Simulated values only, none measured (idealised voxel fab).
The process module that follows is named voxel transistor to metal.
Xsec cut, 145 nm wide, square cell size 5 nm.
The cross-sections in this document take the form of a grid made of square cells. They are written out as bands, in order from top to bottom. Each band consists of one or more rows of cells.
Top height, bottom height, nm. Materials left to right, width each, nm. Single material + "full width" = fills band edge to edge. "blank" = empty.
The reference from which all heights are counted is 0, the level beneath which the as-received wafer is entirely one material; the lowest band, having no lower bound, proceeds downward and is written after the example "z 0 and below".
The two numbers in a width such as "30..40" mark its ends across the band: the first belongs to the top row of cells, the second to the bottom row, and from each row to the next the width moves by the same amount.
Given "everything unchanged" for a step, no cell of the cross-section differs between before and after that step.
"Closed void entries" specifies each empty space that is not open to the top and that occupies no fewer than 8 cells, using the form width x height at distance, the distance measured from the left edge and all three quantities in nm.
That trailing text on a step's line, after the settings, is the simulator's own remark on the step.
overlay nm: mask offset rightward from planned place, masked step; negative means leftward offset.

### plan
- 1: RECEIVE: material Si
- 2: OXIDIZE: depth nm 5
- 3: CONFORMAL_DEP: material SiN, thk nm 10
- 4: PATTERN: tone cover, mask id ACTIVE, material resist, width nm 85, thk nm 15, overlay nm 0
- 5: DIRECTIONAL_ETCH: etch materials SiN, depth nm 10
- 6: DIRECTIONAL_ETCH: etch materials SiO2, depth nm 5
- 7: DIRECTIONAL_ETCH: etch materials Si, depth nm 25
- 8: STRIP: etch materials resist
- 9: FILL_DEP: material SiO2, thk nm 5
- 10: CMP: height nm 10
- 11: SELECTIVE_ETCH: etch materials SiO2, depth nm 5
- 12: STRIP: etch materials SiN
- 13: SELECTIVE_ETCH: etch materials SiO2, depth nm 5
- 14: OXIDIZE: depth nm 5
- 15: DIRECTIONAL_DEP: material polySi, thk nm 25
- 16: DIRECTIONAL_DEP: material SiCN, thk nm 15
- 17: MASKED_ETCH: tone cover, mask id GATE, width nm 15, etch materials SiCN, depth nm 25, overlay nm 0
- 18: MASKED_ETCH: tone cover, mask id GATE, width nm 15, etch materials polySi, depth nm 35, overlay nm 0
- 19: CONFORMAL_DEP: material SiO2, thk nm 5
- 20: DIRECTIONAL_ETCH: etch materials SiO2, depth nm 5
- 21: CONFORMAL_DEP: material SiN, thk nm 10
- 22: DIRECTIONAL_ETCH: etch materials SiN, depth nm 10
- 23: DIRECTIONAL_ETCH: etch materials SiO2, depth nm 5
- 24: DIRECTIONAL_ETCH: etch materials Si, depth nm 5
- 25: EPI: material SiGe, thk nm 5
- 26: FILL_DEP: material SiO2, thk nm 10
- 27: CMP: height nm 35
- 28: DIRECTIONAL_DEP: material SiO2, thk nm 15
- 29: PATTERN: tone open, mask id CONTACT, material resist, width nm 25, pitch nm 50, thk nm 15, overlay nm 0
- 30: DIRECTIONAL_ETCH: etch materials SiO2, depth nm 55
- 31: STRIP: etch materials resist
- 32: CONFORMAL_DEP: material TiN, thk nm 5
- 33: FILL_DEP: material W, thk nm 5
- 34: CMP: height nm 50
- 35: DIRECTIONAL_DEP: material TiN, thk nm 5
- 36: DIRECTIONAL_DEP: material W, thk nm 25
- 37: MASKED_ETCH: tone cover, mask id METAL_1, width nm 15, pitch nm 60, etch materials W, depth nm 25, overlay nm 0
- 38: MASKED_ETCH: tone cover, mask id METAL_1, width nm 15, pitch nm 60, etch materials TiN, depth nm 5, overlay nm 0
- 39: CONFORMAL_DEP: material SiCN, thk nm 5
- 40: FILL_DEP: material SiO2, thk nm 10
- 41: CMP: height nm 80
- 42: CONFORMAL_DEP: material SiCN, thk nm 5

### Cross-section, incoming material, after step 1
> z 0 and below = Si full width
> Closed void entries: none

### Module complete, cross-section. Starting point and plan per above. One mistake made in running the module
> z 85 to 80 = SiCN full width
> z 80 to 55 = SiO2: 30  SiCN: 5  W: 15  SiCN: 5  SiO2: 35  SiCN: 5  W: 15  SiCN: 5  SiO2: 30
> z 55 to 50 = SiCN: 35  TiN: 15  SiCN: 45  TiN: 15  SiCN: 35
> z 50 to 40 = SiO2: 35  TiN: 5  W: 15  TiN: 5  SiO2: 25  TiN: 5  W: 15  TiN: 5  SiO2: 35
> z 40 to 35 = SiO2: 35  TiN: 5  W: 5  TiN: 15  SiO2: 25  TiN: 15  W: 5  TiN: 5  SiO2: 35
> z 35 to 25 = SiO2: 35  TiN: 5  W: 5  TiN: 5  SiN: 10  SiO2: 5  SiCN: 15  SiO2: 5  SiN: 10  TiN: 5  W: 5  TiN: 5  SiO2: 35
> z 25 to 5 = SiO2: 35  TiN: 5  W: 5  TiN: 5  SiN: 10  SiO2: 5  polySi: 15  SiO2: 5  SiN: 10  TiN: 5  W: 5  TiN: 5  SiO2: 35
> z 5 to 0 = SiO2: 35  TiN: 15  SiN: 10  SiO2: 5  polySi: 15  SiO2: 5  SiN: 10  TiN: 15  SiO2: 35
> z 0 to -5 = SiO2: 35  TiN: 10  SiGe: 5  SiO2: 45  SiGe: 5  TiN: 10  SiO2: 35
> z -5 to -10 = SiO2: 30  SiGe: 20  Si: 45  SiGe: 20  SiO2: 30
> z -10 to -30 = SiO2: 30  Si: 85  SiO2: 30
> z -30 and below = Si full width
> Closed void entries: none
Where did the run depart from the plan? so 12 and 13 got swapped relative to the plan, each ran where the other was supposed to
